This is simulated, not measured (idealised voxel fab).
process module | voxel gate over fins
cross-section cut | 240 nm wide | cells 5 nm
A cross-section is a grid of square cells, given in bands from the top down. A band is one or more rows of cells.
Each band's line starts with the height of the band's top and of its bottom, in nm. Then come its materials from left to right, each with its width in nm. One material with "throughout" fills the band from edge to edge. "air" is empty space.
Height 0 is the level under which the wafer as received is all one material. The lowest band goes on downwards, as in "0 down".
A width such as "30 to 40" changes by the same amount from each row of cells to the next, from the band's top row to its bottom row.
"no change" after a step means that no cell of the cross-section changed.
closed voids: empty space of 8 cells or more with no open way to the top, each as width x height at its distance from the left edge, in nm
after a step's settings: what the simulator itself notes on the step
overlay nm, on a step with a mask: how far to the right of its planned place the mask lay; to the left if negative
plan
1 op RECEIVE | material Si
2 op CONFORMAL_DEP | material SiN | thk nm 10
3 op PATTERN | tone cover | mask id FINS | material resist | width nm 15 | pitch nm 60 | thk nm 20 | overlay nm 0
4 op DIRECTIONAL_ETCH | etch materials SiN | depth nm 10
5 op DIRECTIONAL_ETCH | etch materials Si | depth nm 40
6 op STRIP | etch materials resist
7 op OXIDIZE | depth nm 5
8 op FILL_DEP | material SiO2 | thk nm 15
9 op CMP | height nm 10
10 op PATTERN | tone open | mask id RAIL | material resist | width nm 15 | thk nm 15 | overlay nm 0
11 op DIRECTIONAL_ETCH | etch materials SiO2 | depth nm 45
12 op STRIP | etch materials resist
13 op CONFORMAL_DEP | material TiN | thk nm 5
14 op FILL_DEP | material Ru | thk nm 10
15 op CMP | height nm 10
16 op SELECTIVE_ETCH | etch materials W Ru TiN | depth nm 30
17 op FILL_DEP | material SiO2 | thk nm 5
18 op CMP | height nm 10
19 op SELECTIVE_ETCH | etch materials SiO2 | depth nm 20
20 op STRIP | etch materials SiN
21 op CONFORMAL_DEP | material HfO2 | thk nm 5
22 op CONFORMAL_DEP | material TiN | thk nm 5
23 op CONFORMAL_DEP | material TiAl | thk nm 5
24 op CONFORMAL_DEP | material TiN | thk nm 5
25 op FILL_DEP | material W | thk nm 15
26 op CMP | height nm 30
27 op CONFORMAL_DEP | material SiN | thk nm 5
as received, after step 1
  0 down: Si throughout
  closed voids: none
a wafer at the end: this start, this plan, one mistake
  35 to 30: SiN throughout
  30 to 20: W throughout
  20 to 15: W 35 | TiAl 45 | W 15 | TiAl 45 | W 15 | TiAl 45 | W 40
  15 to 10: W 35 | TiAl 5 | TiN 35 | TiAl 5 | W 15 | TiAl 5 | TiN 35 | TiAl 5 | W 15 | TiAl 5 | TiN 35 | TiAl 5 | W 40
  10 to 5: TiAl 40 | TiN 35 | TiAl 25 | TiN 35 | TiAl 25 | TiN 35 | TiAl 45
  5 to 0: TiN 50 | HfO2 15 | TiN 45 | HfO2 15 | TiN 45 | HfO2 15 | TiN 55
  0 to -5: TiN 50 | HfO2 5 | Si 5 | HfO2 5 | TiN 45 | HfO2 5 | Si 5 | HfO2 5 | TiN 45 | HfO2 5 | Si 5 | HfO2 5 | TiN 55
  -5 to -10: HfO2 55 | Si 5 | HfO2 55 | Si 5 | HfO2 55 | Si 5 | HfO2 60
  -10 to -20: SiO2 55 | Si 5 | SiO2 55 | Si 5 | SiO2 55 | Si 5 | SiO2 60
  -20 to -30: SiO2 55 | Si 5 | SiO2 20 | TiN 5 | Ru 5 | TiN 5 | SiO2 20 | Si 5 | SiO2 55 | Si 5 | SiO2 60
  -30 to -35: SiO2 55 | Si 5 | SiO2 20 | TiN 15 | SiO2 20 | Si 5 | SiO2 55 | Si 5 | SiO2 60
  -35 to -45: SiO2 55 | Si 5 | SiO2 55 | Si 5 | SiO2 55 | Si 5 | SiO2 60
  -45 down: Si throughout
  closed voids: none
what went wrong: steps 23 and 24 were swapped
